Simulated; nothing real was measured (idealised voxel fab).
Name of the process module below: voxel gate over fins
280 nm wide, 5 nm square cells: that's cross-section cut.
A cross-section is written here as square cells arranged in a grid, and it is given in bands from the top down, each band taking up one or more rows of cells. Heights first: top, then bottom, in nm. Then materials, left to right, each with a width in nm. "throughout" on a single material: fills the band edge to edge. "blank": empty space. Heights are measured from 0, the level below which the as-received wafer is all one material; the lowest band has no bottom and continues downward, written as in "0 -> down". Width "30->40": first value at the band's top row of cells, second value at its bottom row, equal change from row to row. You'll sometimes find "changes: none" written for a step, and that's the way of saying that nowhere in the cross-section did a cell change during that step. Entry "Closed void listing". Content: empty spaces with no open connection to the top, size 8 cells or greater. Each: width x height at distance. Distance: from left edge. Unit: nm. after a step's settings: what the simulator itself notes on the step. The "overlay nm" setting may appear on a step's line; for a step that uses a mask, it gives how far to the right of its planned position the mask lay, and a negative value indicates the left.

**plan**
1: RECEIVE [material Si]
2: CONFORMAL_DEP [material SiN] [thk nm 5]
3: PATTERN [tone cover] [mask id FINS] [material resist] [width nm 15] [pitch nm 55] [thk nm 15] [overlay nm 0]
4: DIRECTIONAL_ETCH [etch materials SiN] [depth nm 5]
5: DIRECTIONAL_ETCH [etch materials Si] [depth nm 35]
6: STRIP [etch materials resist]
7: OXIDIZE [depth nm 5]
8: FILL_DEP [material SiO2] [thk nm 15]
9: CMP [height nm 5]
10: DIRECTIONAL_DEP [material aC] [thk nm 10]
11: PATTERN [tone open] [mask id RAIL] [material resist] [width nm 15] [thk nm 25] [overlay nm 0]
12: DIRECTIONAL_ETCH [etch materials aC] [depth nm 10]
13: STRIP [etch materials resist]
14: DIRECTIONAL_ETCH [etch materials SiO2] [depth nm 35]
15: STRIP [etch materials aC]
16: CONFORMAL_DEP [material TiN] [thk nm 5]
17: FILL_DEP [material W] [thk nm 5]
18: CMP [height nm 5]
19: SELECTIVE_ETCH [etch materials W Ru TiN] [depth nm 25]
20: FILL_DEP [material SiO2] [thk nm 5]
21: CMP [height nm 5]
22: SELECTIVE_ETCH [etch materials SiO2] [depth nm 15]
23: STRIP [etch materials SiN]
24: CONFORMAL_DEP [material HfO2] [thk nm 5]
25: CONFORMAL_DEP [material TiN] [thk nm 5]
26: CONFORMAL_DEP [material TiAl] [thk nm 5]
27: CONFORMAL_DEP [material TiN] [thk nm 5]
28: FILL_DEP [material W] [thk nm 15]
29: CMP [height nm 30]
30: CONFORMAL_DEP [material SiN] [thk nm 5]

**first wafer, as planned**

**The cross-section here shows the wafer as received, i.e. in its state after step 1**
- 0 -> down = Si throughout
- Closed void listing: none

**Wafer after step 2 (cross-section)**
- 5 -> 0 = SiN throughout
- Under 0: no change, same as before.

**Wafer after step 3 (cross-section)**
- 20 -> 5 = blank=75, then resist=15, then blank=40, then resist=15, then blank=40, then resist=15, then blank=80
- Under 5: no change, same as before.

**Wafer after step 4 (cross-section)**
- 20 -> 5 = blank=75, then resist=15, then blank=40, then resist=15, then blank=40, then resist=15, then blank=80
- 5 -> 0 = blank=75, then SiN=15, then blank=40, then SiN=15, then blank=40, then SiN=15, then blank=80
- Under 0: no change, same as before.

**Wafer after step 5 (cross-section)**
- 20 -> 5 = blank=75, then resist=15, then blank=40, then resist=15, then blank=40, then resist=15, then blank=80
- 5 -> 0 = blank=75, then SiN=15, then blank=40, then SiN=15, then blank=40, then SiN=15, then blank=80
- 0 -> -35 = blank=75, then Si=15, then blank=40, then Si=15, then blank=40, then Si=15, then blank=80
- Under -35: no change, same as before.

**Wafer after step 6 (cross-section)**
- 5 -> 0 = blank=75, then SiN=15, then blank=40, then SiN=15, then blank=40, then SiN=15, then blank=80
- Under 0: no change, same as before.

**Wafer after step 7 (cross-section)**
- 5 -> 0 = blank=75, then SiN=15, then blank=40, then SiN=15, then blank=40, then SiN=15, then blank=80
- 0 -> -35 = blank=75, then SiO2=5, then Si=5, then SiO2=5, then blank=40, then SiO2=5, then Si=5, then SiO2=5, then blank=40, then SiO2=5, then Si=5, then SiO2=5, then blank=80
- -35 -> -40 = SiO2=80, then Si=5, then SiO2=50, then Si=5, then SiO2=50, then Si=5, then SiO2=85
- Under -40: no change, same as before.

**Wafer after step 8 (cross-section)**
- 20 -> 5 = SiO2 throughout
- 5 -> 0 = SiO2=75, then SiN=15, then SiO2=40, then SiN=15, then SiO2=40, then SiN=15, then SiO2=80
- 0 -> -40 = SiO2=80, then Si=5, then SiO2=50, then Si=5, then SiO2=50, then Si=5, then SiO2=85
- Under -40: no change, same as before.

**Wafer after step 9 (cross-section)**
- 5 -> 0 = SiO2=75, then SiN=15, then SiO2=40, then SiN=15, then SiO2=40, then SiN=15, then SiO2=80
- Under 0: no change, same as before.

**Wafer after step 10 (cross-section)**
- 15 -> 5 = aC throughout
- Under 5: no change, same as before.

**Wafer after step 11 (cross-section)**
- 40 -> 15 = resist=100, then blank=15, then resist=165
- Under 15: no change, same as before.

**Wafer after step 12 (cross-section)**
- 30 -> 15 = resist=100, then blank=15, then resist=165
- 15 -> 5 = aC=100, then blank=15, then aC=165
- Under 5: no change, same as before.

**Wafer after step 13 (cross-section)**
- 15 -> 5 = aC=100, then blank=15, then aC=165
- Under 5: no change, same as before.

**Wafer after step 14 (cross-section)**
- 15 -> 5 = aC=100, then blank=15, then aC=165
- 5 -> 0 = SiO2=75, then SiN=15, then SiO2=10, then blank=15, then SiO2=15, then SiN=15, then SiO2=40, then SiN=15, then SiO2=80
- 0 -> -30 = SiO2=80, then Si=5, then SiO2=15, then blank=15, then SiO2=20, then Si=5, then SiO2=50, then Si=5, then SiO2=85
- Under -30: no change, same as before.

**Wafer after step 15 (cross-section)**
- 5 -> 0 = SiO2=75, then SiN=15, then SiO2=10, then blank=15, then SiO2=15, then SiN=15, then SiO2=40, then SiN=15, then SiO2=80
- Under 0: no change, same as before.

**Wafer after step 16 (cross-section)**
- 10 -> 5 = TiN=105, then blank=5, then TiN=170
- 5 -> 0 = SiO2=75, then SiN=15, then SiO2=10, then TiN=5, then blank=5, then TiN=5, then SiO2=15, then SiN=15, then SiO2=40, then SiN=15, then SiO2=80
- 0 -> -25 = SiO2=80, then Si=5, then SiO2=15, then TiN=5, then blank=5, then TiN=5, then SiO2=20, then Si=5, then SiO2=50, then Si=5, then SiO2=85
- -25 -> -30 = SiO2=80, then Si=5, then SiO2=15, then TiN=15, then SiO2=20, then Si=5, then SiO2=50, then Si=5, then SiO2=85
- Under -30: no change, same as before.

**Wafer after step 17 (cross-section)**
- 15 -> 10 = W throughout
- 10 -> 5 = TiN=105, then W=5, then TiN=170
- 5 -> 0 = SiO2=75, then SiN=15, then SiO2=10, then TiN=5, then W=5, then TiN=5, then SiO2=15, then SiN=15, then SiO2=40, then SiN=15, then SiO2=80
- 0 -> -25 = SiO2=80, then Si=5, then SiO2=15, then TiN=5, then W=5, then TiN=5, then SiO2=20, then Si=5, then SiO2=50, then Si=5, then SiO2=85
- Under -25: no change, same as before.

**Wafer after step 18 (cross-section)**
- 5 -> 0 = SiO2=75, then SiN=15, then SiO2=10, then TiN=5, then W=5, then TiN=5, then SiO2=15, then SiN=15, then SiO2=40, then SiN=15, then SiO2=80
- Under 0: no change, same as before.

**Wafer after step 19 (cross-section)**
- 5 -> 0 = SiO2=75, then SiN=15, then SiO2=10, then blank=15, then SiO2=15, then SiN=15, then SiO2=40, then SiN=15, then SiO2=80
- 0 -> -20 = SiO2=80, then Si=5, then SiO2=15, then blank=15, then SiO2=20, then Si=5, then SiO2=50, then Si=5, then SiO2=85
- Under -20: no change, same as before.

**Wafer after step 20 (cross-section)**
- 10 -> 5 = SiO2 throughout
- 5 -> 0 = SiO2=75, then SiN=15, then SiO2=40, then SiN=15, then SiO2=40, then SiN=15, then SiO2=80
- 0 -> -20 = SiO2=80, then Si=5, then SiO2=50, then Si=5, then SiO2=50, then Si=5, then SiO2=85
- Under -20: no change, same as before.

**Wafer after step 21 (cross-section)**
- 5 -> 0 = SiO2=75, then SiN=15, then SiO2=40, then SiN=15, then SiO2=40, then SiN=15, then SiO2=80
- Under 0: no change, same as before.

**Wafer after step 22 (cross-section)**
- 5 -> 0 = blank=75, then SiN=15, then blank=40, then SiN=15, then blank=40, then SiN=15, then blank=80
- 0 -> -10 = blank=80, then Si=5, then blank=50, then Si=5, then blank=50, then Si=5, then blank=85
- Under -10: no change, same as before.

**Wafer after step 23 (cross-section)**
- 0 -> -10 = blank=80, then Si=5, then blank=50, then Si=5, then blank=50, then Si=5, then blank=85
- Under -10: no change, same as before.

**Wafer after step 24 (cross-section)**
- 5 -> 0 = blank=75, then HfO2=15, then blank=40, then HfO2=15, then blank=40, then HfO2=15, then blank=80
- 0 -> -5 = blank=75, then HfO2=5, then Si=5, then HfO2=5, then blank=40, then HfO2=5, then Si=5, then HfO2=5, then blank=40, then HfO2=5, then Si=5, then HfO2=5, then blank=80
- -5 -> -10 = HfO2=80, then Si=5, then HfO2=50, then Si=5, then HfO2=50, then Si=5, then HfO2=85
- Under -10: no change, same as before.

**Wafer after step 25 (cross-section)**
- 10 -> 5 = blank=70, then TiN=25, then blank=30, then TiN=25, then blank=30, then TiN=25, then blank=75
- 5 -> 0 = blank=70, then TiN=5, then HfO2=15, then TiN=5, then blank=30, then TiN=5, then HfO2=15, then TiN=5, then blank=30, then TiN=5, then HfO2=15, then TiN=5, then blank=75
- 0 -> -5 = TiN=75, then HfO2=5, then Si=5, then HfO2=5, then TiN=40, then HfO2=5, then Si=5, then HfO2=5, then TiN=40, then HfO2=5, then Si=5, then HfO2=5, then TiN=80
- Under -5: no change, same as before.

**Wafer after step 26 (cross-section)**
- 15 -> 10 = blank=65, then TiAl=35, then blank=20, then TiAl=35, then blank=20, then TiAl=35, then blank=70
- 10 -> 5 = blank=65, then TiAl=5, then TiN=25, then TiAl=5, then blank=20, then TiAl=5, then TiN=25, then TiAl=5, then blank=20, then TiAl=5, then TiN=25, then TiAl=5, then blank=70
- 5 -> 0 = TiAl=70, then TiN=5, then HfO2=15, then TiN=5, then TiAl=30, then TiN=5, then HfO2=15, then TiN=5, then TiAl=30, then TiN=5, then HfO2=15, then TiN=5, then TiAl=75
- Under 0: no change, same as before.

**Wafer after step 27 (cross-section)**
- 20 -> 15 = blank=60, then TiN=45, then blank=10, then TiN=45, then blank=10, then TiN=45, then blank=65
- 15 -> 10 = blank=60, then TiN=5, then TiAl=35, then TiN=5, then blank=10, then TiN=5, then TiAl=35, then TiN=5, then blank=10, then TiN=5, then TiAl=35, then TiN=5, then blank=65
- 10 -> 5 = TiN=65, then TiAl=5, then TiN=25, then TiAl=5, then TiN=20, then TiAl=5, then TiN=25, then TiAl=5, then TiN=20, then TiAl=5, then TiN=25, then TiAl=5, then TiN=70
- Under 5: no change, same as before.

**Wafer after step 28 (cross-section)**
- 35 -> 20 = W throughout
- 20 -> 15 = W=60, then TiN=45, then W=10, then TiN=45, then W=10, then TiN=45, then W=65
- 15 -> 10 = W=60, then TiN=5, then TiAl=35, then TiN=5, then W=10, then TiN=5, then TiAl=35, then TiN=5, then W=10, then TiN=5, then TiAl=35, then TiN=5, then W=65
- Under 10: no change, same as before.

**Wafer after step 29 (cross-section)**
- 30 -> 20 = W throughout
- Under 20: no change, same as before.

**Wafer after step 30 (cross-section)**
- 35 -> 30 = SiN throughout
- Under 30: no change, same as before.

**second wafer: like start, like plan, one mistake. Through step 2 it matches the first wafer**

**Cross-section of the second wafer at the time step 3 of the plan should have ended**
- 20 -> 5 = blank=70, then resist=15, then blank=40, then resist=15, then blank=40, then resist=15, then blank=85
- Under 5: no change, same as before.

**Cross-section of the second wafer at the time step 4 of the plan should have ended**
- 20 -> 5 = blank=70, then resist=15, then blank=40, then resist=15, then blank=40, then resist=15, then blank=85
- 5 -> 0 = blank=70, then SiN=15, then blank=40, then SiN=15, then blank=40, then SiN=15, then blank=85
- Under 0: no change, same as before.

**Cross-section of the second wafer at the time step 5 of the plan should have ended**
- 20 -> 5 = blank=70, then resist=15, then blank=40, then resist=15, then blank=40, then resist=15, then blank=85
- 5 -> 0 = blank=70, then SiN=15, then blank=40, then SiN=15, then blank=40, then SiN=15, then blank=85
- 0 -> -35 = blank=70, then Si=15, then blank=40, then Si=15, then blank=40, then Si=15, then blank=85
- Under -35: no change, same as before.

**Cross-section of the second wafer at the time step 6 of the plan should have ended**
- 5 -> 0 = blank=70, then SiN=15, then blank=40, then SiN=15, then blank=40, then SiN=15, then blank=85
- Under 0: no change, same as before.

**Cross-section of the second wafer at the time step 7 of the plan should have ended**
- 5 -> 0 = blank=70, then SiN=15, then blank=40, then SiN=15, then blank=40, then SiN=15, then blank=85
- 0 -> -35 = blank=70, then SiO2=5, then Si=5, then SiO2=5, then blank=40, then SiO2=5, then Si=5, then SiO2=5, then blank=40, then SiO2=5, then Si=5, then SiO2=5, then blank=85
- -35 -> -40 = SiO2=75, then Si=5, then SiO2=50, then Si=5, then SiO2=50, then Si=5, then SiO2=90
- Under -40: no change, same as before.

**Cross-section of the second wafer at the time step 8 of the plan should have ended**
- 20 -> 5 = SiO2 throughout
- 5 -> 0 = SiO2=70, then SiN=15, then SiO2=40, then SiN=15, then SiO2=40, then SiN=15, then SiO2=85
- 0 -> -40 = SiO2=75, then Si=5, then SiO2=50, then Si=5, then SiO2=50, then Si=5, then SiO2=90
- Under -40: no change, same as before.

**Cross-section of the second wafer at the time step 9 of the plan should have ended**
- 5 -> 0 = SiO2=70, then SiN=15, then SiO2=40, then SiN=15, then SiO2=40, then SiN=15, then SiO2=85
- Under 0: no change, same as before.

**Cross-section of the second wafer at the time step 10 of the plan should have ended**
- 15 -> 5 = aC throughout
- Under 5: no change, same as before.

**Cross-section of the second wafer at the time step 11 of the plan should have ended**
- 40 -> 15 = resist=100, then blank=15, then resist=165
- Under 15: no change, same as before.

**Cross-section of the second wafer at the time step 12 of the plan should have ended**
- 30 -> 15 = resist=100, then blank=15, then resist=165
- 15 -> 5 = aC=100, then blank=15, then aC=165
- Under 5: no change, same as before.

**Cross-section of the second wafer at the time step 13 of the plan should have ended**
- 15 -> 5 = aC=100, then blank=15, then aC=165
- Under 5: no change, same as before.

**Cross-section of the second wafer at the time step 14 of the plan should have ended**
- 15 -> 5 = aC=100, then blank=15, then aC=165
- 5 -> 0 = SiO2=70, then SiN=15, then SiO2=15, then blank=15, then SiO2=10, then SiN=15, then SiO2=40, then SiN=15, then SiO2=85
- 0 -> -30 = SiO2=75, then Si=5, then SiO2=20, then blank=15, then SiO2=15, then Si=5, then SiO2=50, then Si=5, then SiO2=90
- Under -30: no change, same as before.

**Cross-section of the second wafer at the time step 15 of the plan should have ended**
- 5 -> 0 = SiO2=70, then SiN=15, then SiO2=15, then blank=15, then SiO2=10, then SiN=15, then SiO2=40, then SiN=15, then SiO2=85
- Under 0: no change, same as before.

**Cross-section of the second wafer at the time step 16 of the plan should have ended**
- 10 -> 5 = TiN=105, then blank=5, then TiN=170
- 5 -> 0 = SiO2=70, then SiN=15, then SiO2=15, then TiN=5, then blank=5, then TiN=5, then SiO2=10, then SiN=15, then SiO2=40, then SiN=15, then SiO2=85
- 0 -> -25 = SiO2=75, then Si=5, then SiO2=20, then TiN=5, then blank=5, then TiN=5, then SiO2=15, then Si=5, then SiO2=50, then Si=5, then SiO2=90
- -25 -> -30 = SiO2=75, then Si=5, then SiO2=20, then TiN=15, then SiO2=15, then Si=5, then SiO2=50, then Si=5, then SiO2=90
- Under -30: no change, same as before.

**Cross-section of the second wafer at the time step 17 of the plan should have ended**
- 15 -> 10 = W throughout
- 10 -> 5 = TiN=105, then W=5, then TiN=170
- 5 -> 0 = SiO2=70, then SiN=15, then SiO2=15, then TiN=5, then W=5, then TiN=5, then SiO2=10, then SiN=15, then SiO2=40, then SiN=15, then SiO2=85
- 0 -> -25 = SiO2=75, then Si=5, then SiO2=20, then TiN=5, then W=5, then TiN=5, then SiO2=15, then Si=5, then SiO2=50, then Si=5, then SiO2=90
- Under -25: no change, same as before.

**Cross-section of the second wafer at the time step 18 of the plan should have ended**
- 5 -> 0 = SiO2=70, then SiN=15, then SiO2=15, then TiN=5, then W=5, then TiN=5, then SiO2=10, then SiN=15, then SiO2=40, then SiN=15, then SiO2=85
- Under 0: no change, same as before.

**Cross-section of the second wafer at the time step 19 of the plan should have ended**
- 5 -> 0 = SiO2=70, then SiN=15, then SiO2=15, then blank=15, then SiO2=10, then SiN=15, then SiO2=40, then SiN=15, then SiO2=85
- 0 -> -20 = SiO2=75, then Si=5, then SiO2=20, then blank=15, then SiO2=15, then Si=5, then SiO2=50, then Si=5, then SiO2=90
- Under -20: no change, same as before.

**Cross-section of the second wafer at the time step 20 of the plan should have ended**
- 10 -> 5 = SiO2 throughout
- 5 -> 0 = SiO2=70, then SiN=15, then SiO2=40, then SiN=15, then SiO2=40, then SiN=15, then SiO2=85
- 0 -> -20 = SiO2=75, then Si=5, then SiO2=50, then Si=5, then SiO2=50, then Si=5, then SiO2=90
- Under -20: no change, same as before.

**Cross-section of the second wafer at the time step 21 of the plan should have ended**
- 5 -> 0 = SiO2=70, then SiN=15, then SiO2=40, then SiN=15, then SiO2=40, then SiN=15, then SiO2=85
- Under 0: no change, same as before.

**Cross-section of the second wafer at the time step 22 of the plan should have ended**
- 5 -> 0 = blank=70, then SiN=15, then blank=40, then SiN=15, then blank=40, then SiN=15, then blank=85
- 0 -> -10 = blank=75, then Si=5, then blank=50, then Si=5, then blank=50, then Si=5, then blank=90
- Under -10: no change, same as before.

**Cross-section of the second wafer at the time step 23 of the plan should have ended**
- 0 -> -10 = blank=75, then Si=5, then blank=50, then Si=5, then blank=50, then Si=5, then blank=90
- Under -10: no change, same as before.

**Cross-section of the second wafer at the time step 24 of the plan should have ended**
- 5 -> 0 = blank=70, then HfO2=15, then blank=40, then HfO2=15, then blank=40, then HfO2=15, then blank=85
- 0 -> -5 = blank=70, then HfO2=5, then Si=5, then HfO2=5, then blank=40, then HfO2=5, then Si=5, then HfO2=5, then blank=40, then HfO2=5, then Si=5, then HfO2=5, then blank=85
- -5 -> -10 = HfO2=75, then Si=5, then HfO2=50, then Si=5, then HfO2=50, then Si=5, then HfO2=90
- Under -10: no change, same as before.

**Cross-section of the second wafer at the time step 25 of the plan should have ended**
- 10 -> 5 = blank=65, then TiN=25, then blank=30, then TiN=25, then blank=30, then TiN=25, then blank=80
- 5 -> 0 = blank=65, then TiN=5, then HfO2=15, then TiN=5, then blank=30, then TiN=5, then HfO2=15, then TiN=5, then blank=30, then TiN=5, then HfO2=15, then TiN=5, then blank=80
- 0 -> -5 = TiN=70, then HfO2=5, then Si=5, then HfO2=5, then TiN=40, then HfO2=5, then Si=5, then HfO2=5, then TiN=40, then HfO2=5, then Si=5, then HfO2=5, then TiN=85
- Under -5: no change, same as before.

**Cross-section of the second wafer at the time step 26 of the plan should have ended**
- 15 -> 10 = blank=60, then TiAl=35, then blank=20, then TiAl=35, then blank=20, then TiAl=35, then blank=75
- 10 -> 5 = blank=60, then TiAl=5, then TiN=25, then TiAl=5, then blank=20, then TiAl=5, then TiN=25, then TiAl=5, then blank=20, then TiAl=5, then TiN=25, then TiAl=5, then blank=75
- 5 -> 0 = TiAl=65, then TiN=5, then HfO2=15, then TiN=5, then TiAl=30, then TiN=5, then HfO2=15, then TiN=5, then TiAl=30, then TiN=5, then HfO2=15, then TiN=5, then TiAl=80
- Under 0: no change, same as before.

**Cross-section of the second wafer at the time step 27 of the plan should have ended**
- 20 -> 15 = blank=55, then TiN=45, then blank=10, then TiN=45, then blank=10, then TiN=45, then blank=70
- 15 -> 10 = blank=55, then TiN=5, then TiAl=35, then TiN=5, then blank=10, then TiN=5, then TiAl=35, then TiN=5, then blank=10, then TiN=5, then TiAl=35, then TiN=5, then blank=70
- 10 -> 5 = TiN=60, then TiAl=5, then TiN=25, then TiAl=5, then TiN=20, then TiAl=5, then TiN=25, then TiAl=5, then TiN=20, then TiAl=5, then TiN=25, then TiAl=5, then TiN=75
- Under 5: no change, same as before.

**Cross-section of the second wafer at the time step 28 of the plan should have ended**
- 35 -> 20 = W throughout
- 20 -> 15 = W=55, then TiN=45, then W=10, then TiN=45, then W=10, then TiN=45, then W=70
- 15 -> 10 = W=55, then TiN=5, then TiAl=35, then TiN=5, then W=10, then TiN=5, then TiAl=35, then TiN=5, then W=10, then TiN=5, then TiAl=35, then TiN=5, then W=70
- Under 10: no change, same as before.

**Cross-section of the second wafer at the time step 29 of the plan should have ended**
- 30 -> 20 = W throughout
- Under 20: no change, same as before.

**Cross-section of the second wafer at the time step 30 of the plan should have ended**
- 35 -> 30 = SiN throughout
- Under 30: no change, same as before.
Heads up, the wafer didn't run the way we planned it: it should be noted that step 3 was executed with settings other than those planned, the operation and settings actually applied being PATTERN [tone cover] [mask id FINS] [material resist] [width nm 15] [pitch nm 55] [thk nm 15] [overlay nm -5]
The concluding comparison shows that, measured in cells, each material is equally abundant on both wafers, albeit at different positions.
